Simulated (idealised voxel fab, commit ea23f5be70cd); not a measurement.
process module | voxel quadruple lines
The cross-section shown here is cut; it is 215 nm wide and divided into square cells measuring 5 nm on a side.
Heads up, the way a cross-section reads in here is a grid of square cells, handed over as bands from the top down, with every band being one or more rows of cells. It is stipulated that each band's entry specify, in nanometres, the height of the top of the band and then that of its bottom, followed by the materials of the band in left-to-right sequence, each together with its width in nanometres. A single material marked by the word "all across" is understood to fill the band from edge to edge; the word "air" is understood to denote empty space. Below 0: as-received wafer, all one material; heights counted from there. Lowest band: no bottom, goes on down, written "0 and below". Width: "30..40" (first number = top row, second number = bottom row, same change from row to row of cells). It should be understood that the words "identical to before", when stated for a given step, signify that the cross-section underwent no change in any of its cells during that step. The label "Closed-off voids" introduces a list of the empty spaces, 8 cells or larger, that have no open way up to the top; each entry in it reads width x height at distance, where the distance is taken from the left edge and all three are stated in nm. Whatever follows a step's settings on its line is a remark the simulator itself makes about that step. The line of a step may include "overlay nm". On a step with a mask, this value is how far to the right of its planned place the mask lay. A negative value means the mask lay to the left.

Planned step list for the process
1) RECEIVE | material Si
2) CONFORMAL_DEP | material Al2O3 | thk nm 5
3) DIRECTIONAL_DEP | material TiN | thk nm 10
4) DIRECTIONAL_DEP | material polySi | thk nm 15
5) DIRECTIONAL_DEP | material aC | thk nm 20
6) PATTERN | tone cover | mask id MANDREL | material resist | width nm 35 | pitch nm 100 | thk nm 25 | overlay nm 0
7) DIRECTIONAL_ETCH | etch materials aC | depth nm 20
8) STRIP | etch materials resist
9) CONFORMAL_DEP | material SiO2 | thk nm 15
10) DIRECTIONAL_ETCH | etch materials SiO2 | depth nm 15
11) STRIP | etch materials aC
12) DIRECTIONAL_ETCH | etch materials polySi | depth nm 15
13) STRIP | etch materials SiO2
14) CONFORMAL_DEP | material SiCN | thk nm 10
15) DIRECTIONAL_ETCH | etch materials SiCN | depth nm 10
16) STRIP | etch materials polySi
17) DIRECTIONAL_ETCH | etch materials TiN | depth nm 10
18) STRIP | etch materials SiCN
19) FILL_DEP | material lowk | thk nm 10
20) CMP | height nm 15

Account of the first of two wafers, which was processed as intended

Received-state cross-section, reflecting completion of step 1
- 0 and below | Si all across
- Closed-off voids: none

Wafer section view after processing step 2
- 5 down to 0 | Al2O3 all across
- Under the height 0 nothing was changed.

Wafer section view after processing step 3
- 15 down to 5 | TiN all across
- Under the height 5 nothing was changed.

Wafer section view after processing step 4
- 30 down to 15 | polySi all across
- Under the height 15 nothing was changed.

Wafer section view after processing step 5
- 50 down to 30 | aC all across
- Under the height 30 nothing was changed.

Wafer section view after processing step 6
- 75 down to 50 | 40 nm air, 35 nm resist, 65 nm air, 35 nm resist, 40 nm air
- Under the height 50 nothing was changed.

Wafer section view after processing step 7
- 55 down to 50 | 40 nm air, 35 nm resist, 65 nm air, 35 nm resist, 40 nm air
- 50 down to 30 | 40 nm air, 35 nm aC, 65 nm air, 35 nm aC, 40 nm air
- Under the height 30 nothing was changed.

Wafer section view after processing step 8
- 50 down to 30 | 40 nm air, 35 nm aC, 65 nm air, 35 nm aC, 40 nm air
- Under the height 30 nothing was changed.

Wafer section view after processing step 9
- 65 down to 50 | 25 nm air, 65 nm SiO2, 35 nm air, 65 nm SiO2, 25 nm air
- 50 down to 45 | 25 nm air, 15 nm SiO2, 35 nm aC, 15 nm SiO2, 35 nm air, 15 nm SiO2, 35 nm aC, 15 nm SiO2, 25 nm air
- 45 down to 30 | 40 nm SiO2, 35 nm aC, 65 nm SiO2, 35 nm aC, 40 nm SiO2
- Under the height 30 nothing was changed.

Wafer section view after processing step 10
- 50 down to 30 | 25 nm air, 15 nm SiO2, 35 nm aC, 15 nm SiO2, 35 nm air, 15 nm SiO2, 35 nm aC, 15 nm SiO2, 25 nm air
- Under the height 30 nothing was changed.

Wafer section view after processing step 11
- 50 down to 30 | 25 nm air, 15 nm SiO2, 35 nm air, 15 nm SiO2, 35 nm air, 15 nm SiO2, 35 nm air, 15 nm SiO2, 25 nm air
- Under the height 30 nothing was changed.

Wafer section view after processing step 12
- 50 down to 30 | 25 nm air, 15 nm SiO2, 35 nm air, 15 nm SiO2, 35 nm air, 15 nm SiO2, 35 nm air, 15 nm SiO2, 25 nm air
- 30 down to 15 | 25 nm air, 15 nm polySi, 35 nm air, 15 nm polySi, 35 nm air, 15 nm polySi, 35 nm air, 15 nm polySi, 25 nm air
- Under the height 15 nothing was changed.

Wafer section view after processing step 13
- 30 down to 15 | 25 nm air, 15 nm polySi, 35 nm air, 15 nm polySi, 35 nm air, 15 nm polySi, 35 nm air, 15 nm polySi, 25 nm air
- Under the height 15 nothing was changed.

Wafer section view after processing step 14
- 40 down to 30 | 15 nm air, 35 nm SiCN, 15 nm air, 35 nm SiCN, 15 nm air, 35 nm SiCN, 15 nm air, 35 nm SiCN, 15 nm air
- 30 down to 25 | 15 nm air, 10 nm SiCN, 15 nm polySi, 10 nm SiCN, 15 nm air, 10 nm SiCN, 15 nm polySi, 10 nm SiCN, 15 nm air, 10 nm SiCN, 15 nm polySi, 10 nm SiCN, 15 nm air, 10 nm SiCN, 15 nm polySi, 10 nm SiCN, 15 nm air
- 25 down to 15 | 25 nm SiCN, 15 nm polySi, 35 nm SiCN, 15 nm polySi, 35 nm SiCN, 15 nm polySi, 35 nm SiCN, 15 nm polySi, 25 nm SiCN
- Under the height 15 nothing was changed.

Wafer section view after processing step 15
- 30 down to 15 | 15 nm air, 10 nm SiCN, 15 nm polySi, 10 nm SiCN, 15 nm air, 10 nm SiCN, 15 nm polySi, 10 nm SiCN, 15 nm air, 10 nm SiCN, 15 nm polySi, 10 nm SiCN, 15 nm air, 10 nm SiCN, 15 nm polySi, 10 nm SiCN, 15 nm air
- Under the height 15 nothing was changed.

Wafer section view after processing step 16
- 30 down to 15 | 15 nm air, 10 nm SiCN, 15 nm air, 10 nm SiCN, 15 nm air, 10 nm SiCN, 15 nm air, 10 nm SiCN, 15 nm air, 10 nm SiCN, 15 nm air, 10 nm SiCN, 15 nm air, 10 nm SiCN, 15 nm air, 10 nm SiCN, 15 nm air
- Under the height 15 nothing was changed.

Wafer section view after processing step 17
- 30 down to 15 | 15 nm air, 10 nm SiCN, 15 nm air, 10 nm SiCN, 15 nm air, 10 nm SiCN, 15 nm air, 10 nm SiCN, 15 nm air, 10 nm SiCN, 15 nm air, 10 nm SiCN, 15 nm air, 10 nm SiCN, 15 nm air, 10 nm SiCN, 15 nm air
- 15 down to 5 | 15 nm air, 10 nm TiN, 15 nm air, 10 nm TiN, 15 nm air, 10 nm TiN, 15 nm air, 10 nm TiN, 15 nm air, 10 nm TiN, 15 nm air, 10 nm TiN, 15 nm air, 10 nm TiN, 15 nm air, 10 nm TiN, 15 nm air
- Under the height 5 nothing was changed.

Wafer section view after processing step 18
- 15 down to 5 | 15 nm air, 10 nm TiN, 15 nm air, 10 nm TiN, 15 nm air, 10 nm TiN, 15 nm air, 10 nm TiN, 15 nm air, 10 nm TiN, 15 nm air, 10 nm TiN, 15 nm air, 10 nm TiN, 15 nm air, 10 nm TiN, 15 nm air
- Under the height 5 nothing was changed.

Wafer section view after processing step 19
- 25 down to 15 | lowk all across
- 15 down to 5 | 15 nm lowk, 10 nm TiN, 15 nm lowk, 10 nm TiN, 15 nm lowk, 10 nm TiN, 15 nm lowk, 10 nm TiN, 15 nm lowk, 10 nm TiN, 15 nm lowk, 10 nm TiN, 15 nm lowk, 10 nm TiN, 15 nm lowk, 10 nm TiN, 15 nm lowk
- Under the height 5 nothing was changed.

Wafer section view after processing step 20
- 15 down to 5 | 15 nm lowk, 10 nm TiN, 15 nm lowk, 10 nm TiN, 15 nm lowk, 10 nm TiN, 15 nm lowk, 10 nm TiN, 15 nm lowk, 10 nm TiN, 15 nm lowk, 10 nm TiN, 15 nm lowk, 10 nm TiN, 15 nm lowk, 10 nm TiN, 15 nm lowk
- Under the height 5 nothing was changed.

Second wafer: like start, like plan, one mistake. Through step 1 it matches the first wafer

Planned end of step 2: second wafer, cross-section
- 10 down to 0 | TiN all across
- Under the height 0 nothing was changed.

Planned end of step 3: second wafer, cross-section
- 15 down to 10 | Al2O3 all across
- Under the height 10 nothing was changed.

Planned end of step 4: second wafer, cross-section
- 30 down to 15 | polySi all across
- Under the height 15 nothing was changed.

Planned end of step 5: second wafer, cross-section
- 50 down to 30 | aC all across
- Under the height 30 nothing was changed.

Planned end of step 6: second wafer, cross-section
- 75 down to 50 | 40 nm air, 35 nm resist, 65 nm air, 35 nm resist, 40 nm air
- Under the height 50 nothing was changed.

Planned end of step 7: second wafer, cross-section
- 55 down to 50 | 40 nm air, 35 nm resist, 65 nm air, 35 nm resist, 40 nm air
- 50 down to 30 | 40 nm air, 35 nm aC, 65 nm air, 35 nm aC, 40 nm air
- Under the height 30 nothing was changed.

Planned end of step 8: second wafer, cross-section
- 50 down to 30 | 40 nm air, 35 nm aC, 65 nm air, 35 nm aC, 40 nm air
- Under the height 30 nothing was changed.

Planned end of step 9: second wafer, cross-section
- 65 down to 50 | 25 nm air, 65 nm SiO2, 35 nm air, 65 nm SiO2, 25 nm air
- 50 down to 45 | 25 nm air, 15 nm SiO2, 35 nm aC, 15 nm SiO2, 35 nm air, 15 nm SiO2, 35 nm aC, 15 nm SiO2, 25 nm air
- 45 down to 30 | 40 nm SiO2, 35 nm aC, 65 nm SiO2, 35 nm aC, 40 nm SiO2
- Under the height 30 nothing was changed.

Planned end of step 10: second wafer, cross-section
- 50 down to 30 | 25 nm air, 15 nm SiO2, 35 nm aC, 15 nm SiO2, 35 nm air, 15 nm SiO2, 35 nm aC, 15 nm SiO2, 25 nm air
- Under the height 30 nothing was changed.

Planned end of step 11: second wafer, cross-section
- 50 down to 30 | 25 nm air, 15 nm SiO2, 35 nm air, 15 nm SiO2, 35 nm air, 15 nm SiO2, 35 nm air, 15 nm SiO2, 25 nm air
- Under the height 30 nothing was changed.

Planned end of step 12: second wafer, cross-section
- 50 down to 30 | 25 nm air, 15 nm SiO2, 35 nm air, 15 nm SiO2, 35 nm air, 15 nm SiO2, 35 nm air, 15 nm SiO2, 25 nm air
- 30 down to 15 | 25 nm air, 15 nm polySi, 35 nm air, 15 nm polySi, 35 nm air, 15 nm polySi, 35 nm air, 15 nm polySi, 25 nm air
- Under the height 15 nothing was changed.

Planned end of step 13: second wafer, cross-section
- 30 down to 15 | 25 nm air, 15 nm polySi, 35 nm air, 15 nm polySi, 35 nm air, 15 nm polySi, 35 nm air, 15 nm polySi, 25 nm air
- Under the height 15 nothing was changed.

Planned end of step 14: second wafer, cross-section
- 40 down to 30 | 15 nm air, 35 nm SiCN, 15 nm air, 35 nm SiCN, 15 nm air, 35 nm SiCN, 15 nm air, 35 nm SiCN, 15 nm air
- 30 down to 25 | 15 nm air, 10 nm SiCN, 15 nm polySi, 10 nm SiCN, 15 nm air, 10 nm SiCN, 15 nm polySi, 10 nm SiCN, 15 nm air, 10 nm SiCN, 15 nm polySi, 10 nm SiCN, 15 nm air, 10 nm SiCN, 15 nm polySi, 10 nm SiCN, 15 nm air
- 25 down to 15 | 25 nm SiCN, 15 nm polySi, 35 nm SiCN, 15 nm polySi, 35 nm SiCN, 15 nm polySi, 35 nm SiCN, 15 nm polySi, 25 nm SiCN
- Under the height 15 nothing was changed.

Planned end of step 15: second wafer, cross-section
- 30 down to 15 | 15 nm air, 10 nm SiCN, 15 nm polySi, 10 nm SiCN, 15 nm air, 10 nm SiCN, 15 nm polySi, 10 nm SiCN, 15 nm air, 10 nm SiCN, 15 nm polySi, 10 nm SiCN, 15 nm air, 10 nm SiCN, 15 nm polySi, 10 nm SiCN, 15 nm air
- Under the height 15 nothing was changed.

Planned end of step 16: second wafer, cross-section
- 30 down to 15 | 15 nm air, 10 nm SiCN, 15 nm air, 10 nm SiCN, 15 nm air, 10 nm SiCN, 15 nm air, 10 nm SiCN, 15 nm air, 10 nm SiCN, 15 nm air, 10 nm SiCN, 15 nm air, 10 nm SiCN, 15 nm air, 10 nm SiCN, 15 nm air
- Under the height 15 nothing was changed.

Planned end of step 17: second wafer, cross-section: identical to before

Planned end of step 18: second wafer, cross-section
- 15 down to 10 | Al2O3 all across
- Under the height 10 nothing was changed.

Planned end of step 19: second wafer, cross-section
- 25 down to 15 | lowk all across
- Under the height 15 nothing was changed.

Planned end of step 20: second wafer, cross-section
- 15 down to 10 | Al2O3 all across
- Under the height 10 nothing was changed.
Error vs. plan: mixed up steps 2 and 3 - ran each in the other's place
Looking at both finished wafers in cells, the second ends up ahead of or behind the first on some materials: +54 TiN; -54 lowk
